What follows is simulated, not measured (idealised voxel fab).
The process module that follows is named voxel released beams.
Section shown: cut. Width: 270 nm. Cell size: 5 nm, square.
Cross-section layout: square cells on a grid; listed as bands, top to bottom; a band spans one or more cell rows.
Heights first: top, then bottom, in nm. Then materials, left to right, each with a width in nm. "full width" on a single material: fills the band edge to edge. "blank": empty space.
The level at which height equals 0 is the one under which the wafer, as it arrives, is entirely one material. No lower edge exists for the bottom band, which continues downward and is notated as in "0 and below".
Width spec "30 to 40" -> top row of cells at first value, bottom row at second value, equal per-row change in between.
"identical to before" means the step left every cell of the cross-section as it was.
What "Enclosed empty spaces" gives you is every empty space of 8 cells or more that is cut off from the top. Each appears as width x height at distance, with the distance taken from the left edge and width, height and distance all in nm.
If you see something after the settings on a step's line, that's the simulator's own remark about that step.
"overlay nm" denotes, for a step that has a mask, the displacement of the mask to the right of its planned place, with negative values corresponding to the left.
**Process steps - plan**
| 1 | RECEIVE (material Si) |
| 2 | CONFORMAL_DEP (material Al2O3; thk nm 5) |
| 3 | DIRECTIONAL_DEP (material SiO2; thk nm 15) |
| 4 | DIRECTIONAL_DEP (material aC; thk nm 10) |
| 5 | PATTERN (tone open; mask id ANCHOR; material resist; width nm 35; thk nm 30; overlay nm 0) |
| 6 | DIRECTIONAL_ETCH (etch materials aC; depth nm 10) |
| 7 | STRIP (etch materials resist) |
| 8 | DIRECTIONAL_ETCH (etch materials SiO2; depth nm 15) |
| 9 | STRIP (etch materials aC) |
| 10 | CONFORMAL_DEP (material SiN; thk nm 10) |
| 11 | DIRECTIONAL_DEP (material aC; thk nm 10) |
| 12 | PATTERN (tone cover; mask id BEAM; material resist; width nm 105; thk nm 25; overlay nm 0) |
| 13 | DIRECTIONAL_ETCH (etch materials aC; depth nm 10) |
| 14 | STRIP (etch materials resist) |
| 15 | DIRECTIONAL_ETCH (etch materials SiN; depth nm 10) |
| 16 | STRIP (etch materials aC) |
| 17 | STRIP (etch materials SiO2) |
**Cross-section of the incoming wafer, state after step 1**
	0 and below = Si full width
	Enclosed empty spaces: none
**Cross-sectional image of the first of two wafers at the end of the module, the run having proceeded as planned**
	30 down to 20 = blank 80, then SiN 15, then blank 15, then SiN 75, then blank 85
	20 down to 15 = blank 85, then SiN 10, then blank 15, then SiN 10, then blank 150
	15 down to 5 = blank 85, then SiN 35, then blank 150
	5 down to 0 = Al2O3 full width
	0 and below = Si full width
	Enclosed empty spaces: none
**Second of two wafers, module complete, sectioned: it shares the first wafer's start and plan but was run with one mistake**
	30 down to 20 = blank 80, then SiN 50, then blank 140
	20 down to 15 = blank 75, then SiN 10, then SiO2 35, then SiN 10, then blank 140
	15 down to 5 = blank 75, then SiN 10, then SiO2 35, then SiN 65, then blank 85
	5 down to 0 = Al2O3 full width
	0 and below = Si full width
	Enclosed empty spaces: none
What broke from the plan during processing? step 5 was processed under conditions differing from the plan, specifically as PATTERN (tone cover; mask id ANCHOR; material resist; width nm 35; thk nm 30; overlay nm 0)
The final cell counts differ between the wafers, with the second having more or fewer of some materials than the first: +21 SiO2
